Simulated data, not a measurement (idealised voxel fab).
process module | voxel air gaps
cross-section cut | 240 nm wide | cells 5 nm
A cross-section is a grid of square cells, given in bands from the top down. A band is one or more rows of cells.
Each band's line starts with the height of the band's top and of its bottom, in nm. Then come its materials from left to right, each with its width in nm. One material with "throughout" fills the band from edge to edge. "air" is empty space.
Height 0 is the level under which the wafer as received is all one material. The lowest band goes on downwards, as in "0 down".
A width such as "30 to 40" changes by the same amount from each row of cells to the next, from the band's top row to its bottom row.
"no change" after a step means that no cell of the cross-section changed.
closed voids: empty space of 8 cells or more with no open way to the top, each as width x height at its distance from the left edge, in nm
after a step's settings: what the simulator itself notes on the step
overlay nm, on a step with a mask: how far to the right of its planned place the mask lay; to the left if negative
plan
1 op RECEIVE | material Si
2 op CONFORMAL_DEP | material SiO2 | thk nm 15
3 op CONFORMAL_DEP | material SiN | thk nm 5
4 op DIRECTIONAL_DEP | material SiO2 | thk nm 35
5 op DIRECTIONAL_DEP | material aC | thk nm 15
6 op PATTERN | tone open | mask id LINES | material resist | width nm 20 | pitch nm 45 | thk nm 35 | overlay nm 0
7 op DIRECTIONAL_ETCH | etch materials aC | depth nm 15
8 op STRIP | etch materials resist
9 op DIRECTIONAL_ETCH | etch materials SiO2 | depth nm 35
10 op STRIP | etch materials aC
11 op CONFORMAL_DEP | material TiN | thk nm 5
12 op FILL_DEP | material Cu | thk nm 5
13 op CMP | height nm 55
14 op EPI | material Ru | thk nm 10
15 op SELECTIVE_ETCH | etch materials SiO2 | depth nm 45
16 op CONFORMAL_DEP | material SiCN | thk nm 5
as received, after step 1
  0 down: Si throughout
  closed voids: none
a wafer at the end: this start, this plan, one mistake
  70 to 65: air 25 | SiCN 185 | air 30
  65 to 55: air 25 | SiCN 5 | Ru 40 | SiCN 5 | Ru 40 | SiCN 5 | Ru 40 | SiCN 5 | Ru 40 | SiCN 5 | air 30
  55 to 25: air 25 | SiCN 5 | Ru 10 | TiN 5 | Cu 10 | TiN 5 | Ru 10 | SiCN 5 | Ru 10 | TiN 5 | Cu 10 | TiN 5 | Ru 10 | SiCN 5 | Ru 10 | TiN 5 | Cu 10 | TiN 5 | Ru 10 | SiCN 5 | Ru 10 | TiN 5 | Cu 10 | TiN 5 | Ru 10 | SiCN 5 | air 30
  25 to 20: SiCN 30 | Ru 10 | TiN 20 | Ru 10 | SiCN 5 | Ru 10 | TiN 20 | Ru 10 | SiCN 5 | Ru 10 | TiN 20 | Ru 10 | SiCN 5 | Ru 10 | TiN 20 | Ru 10 | SiCN 35
  20 to 15: SiN throughout
  15 to 0: SiO2 throughout
  0 down: Si throughout
  closed voids: none
what went wrong: steps 14 and 15 were swapped
